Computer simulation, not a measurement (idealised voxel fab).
The process module that follows is named voxel capacitor over wiring.
It is cross-section cut that appears here, measuring 250 nm in width, its square cells being 5 nm in size.
Bands, listed from the top down, are how a cross-section gets written in this document; the cross-section itself is a grid of square cells, and a band is one or more rows of them. This entry defines a band. It first specifies the height of the band's top and the height of its bottom in nm, and then specifies the band's materials from left to right, stating each material with its width in nm. The word "full width" identifies a single material that fills the band from edge to edge, while the word "blank" identifies empty space. Note: height 0 marks the level under which the wafer is uniformly one material as received. Lowest band unbounded below, written "0..down". Note: "30..40" means the width goes from the first number (top row of the band) to the second number (bottom row) in equal steps per row of cells. Basically "no change" means that step didn't change any cell in the cross-section. The entry titled "Enclosed void inventory" provides the empty spaces that have no open way to the top, restricted to those of 8 cells or more. Each is presented as width x height at distance, the distance being measured from the left edge, with all three in nm. Past the settings on a step's line: simulator remark, on that step. If you see "overlay nm" on a step's line and that step has a mask, it's telling you how far right of where it was planned the mask ended up; a negative number means it went left instead.
[Process steps - plan]
| 1 | RECEIVE | material Si |
| 2 | CONFORMAL_DEP | material SiO2 | thk nm 10 |
| 3 | DIRECTIONAL_DEP | material TiN | thk nm 5 |
| 4 | DIRECTIONAL_DEP | material W | thk nm 15 |
| 5 | DIRECTIONAL_DEP | material aC | thk nm 10 |
| 6 | PATTERN | tone cover | mask id METAL_1 | material resist | width nm 25 | pitch nm 90 | thk nm 25 | overlay nm 0 |
| 7 | DIRECTIONAL_ETCH | etch materials aC | depth nm 10 |
| 8 | STRIP | etch materials resist |
| 9 | DIRECTIONAL_ETCH | etch materials W | depth nm 15 |
| 10 | DIRECTIONAL_ETCH | etch materials TiN | depth nm 5 |
| 11 | STRIP | etch materials aC |
| 12 | CONFORMAL_DEP | material SiCN | thk nm 5 |
| 13 | FILL_DEP | material SiO2 | thk nm 5 |
| 14 | CMP | height nm 30 |
| 15 | CONFORMAL_DEP | material SiCN | thk nm 5 |
| 16 | DIRECTIONAL_DEP | material SiO2 | thk nm 15 |
| 17 | MASKED_ETCH | tone open | mask id PLUG_1 | width nm 15 | etch materials SiO2 | depth nm 15 | overlay nm 0 |
| 18 | MASKED_ETCH | tone open | mask id PLUG_1 | width nm 15 | etch materials SiCN | depth nm 5 | overlay nm 0 |
| 19 | EPI | material Ru | thk nm 10 |
| 20 | EPI | material Ru | thk nm 10 |
| 21 | DIRECTIONAL_DEP | material TiN | thk nm 10 |
| 22 | DIRECTIONAL_DEP | material SiN | thk nm 5 |
| 23 | DIRECTIONAL_DEP | material TiN | thk nm 10 |
| 24 | MASKED_ETCH | tone cover | mask id UPPER_PLATE | width nm 70 | etch materials TiN | depth nm 10 | overlay nm 0 |
| 25 | MASKED_ETCH | tone cover | mask id UPPER_PLATE | width nm 70 | etch materials SiN | depth nm 5 | overlay nm 0 |
| 26 | PATTERN | tone cover | mask id LOWER_PLATE | material resist | width nm 80 | thk nm 20 | overlay nm 0 |
| 27 | DIRECTIONAL_ETCH | etch materials TiN | depth nm 10 |
| 28 | STRIP | etch materials resist |
| 29 | FILL_DEP | material SiO2 | thk nm 20 |
| 30 | CMP | height nm 90 |
| 31 | DIRECTIONAL_DEP | material aC | thk nm 15 |
| 32 | PATTERN | tone open | mask id PLUG_2 | material resist | width nm 15 | thk nm 30 | overlay nm 0 |
| 33 | DIRECTIONAL_ETCH | etch materials aC | depth nm 15 |
| 34 | STRIP | etch materials resist |
| 35 | DIRECTIONAL_ETCH | etch materials SiO2 | depth nm 15 |
| 36 | STRIP | etch materials aC |
| 37 | CONFORMAL_DEP | material TiN | thk nm 5 |
| 38 | FILL_DEP | material Ru | thk nm 5 |
| 39 | CMP | height nm 90 |
| 40 | CONFORMAL_DEP | material SiCN | thk nm 5 |
[Cross-section of the wafer at receipt, which is the condition after step 1]
* 0..down = Si full width
* Enclosed void inventory: none
[Cross-sectional image of the first of two wafers at the end of the module, the run having proceeded as planned]
* 95..90 = SiCN full width
* 90..80 = SiO2 (85), then TiN (5), then Ru (5), then TiN (5), then SiO2 (150)
* 80..75 = SiO2 (85), then TiN (15), then SiO2 (150)
* 75..65 = SiO2 (75), then TiN (70), then SiO2 (105)
* 65..60 = SiO2 (75), then SiN (70), then SiO2 (105)
* 60..50 = SiO2 (70), then TiN (80), then SiO2 (100)
* 50..35 = SiO2 (75), then Ru (15), then SiO2 (160)
* 35..30 = SiCN (75), then Ru (15), then SiCN (160)
* 30..15 = SiO2 (60), then SiCN (5), then W (25), then SiCN (5), then SiO2 (55), then SiCN (5), then W (25), then SiCN (5), then SiO2 (65)
* 15..10 = SiCN (65), then TiN (25), then SiCN (65), then TiN (25), then SiCN (70)
* 10..0 = SiO2 full width
* 0..down = Si full width
* Enclosed void inventory: none
[second wafer at the end: like start, like plan, one mistake]
* 95..90 = SiCN full width
* 90..80 = SiO2 (85), then TiN (5), then Ru (5), then TiN (5), then SiO2 (150)
* 80..75 = SiO2 (85), then TiN (15), then SiO2 (150)
* 75..65 = SiO2 (90), then TiN (55), then SiO2 (105)
* 65..60 = SiO2 (90), then SiN (55), then SiO2 (105)
* 60..55 = SiO2 (70), then TiN (5), then SiO2 (15), then TiN (60), then SiO2 (100)
* 55..45 = SiO2 (70..75), then TiN (80..15), then SiO2 (100..160)
* 45..40 = SiO2 (75), then SiN (15), then SiO2 (160)
* 40..35 = SiO2 (75), then TiN (15), then SiO2 (160)
* 35..30 = SiCN (75), then TiN (15), then SiCN (160)
* 30..15 = W (65), then SiCN (5), then SiO2 (15), then SiCN (5), then W (65), then SiCN (5), then SiO2 (15), then SiCN (5), then W (70)
* 15..10 = TiN (65), then SiCN (25), then TiN (65), then SiCN (25), then TiN (70)
* 10..0 = SiO2 full width
* 0..down = Si full width
* Enclosed void inventory: none
What broke from the plan during processing? off-plan run, step 6, actual operation and settings PATTERN | tone open | mask id METAL_1 | material resist | width nm 25 | pitch nm 90 | thk nm 25 | overlay nm 0
End of process, cell counts, second wafer against first, materials with more or fewer: Ru: 12 fewer; SiCN: 30 fewer; SiO2: 78 fewer; TiN: 30 more; W: 90 more
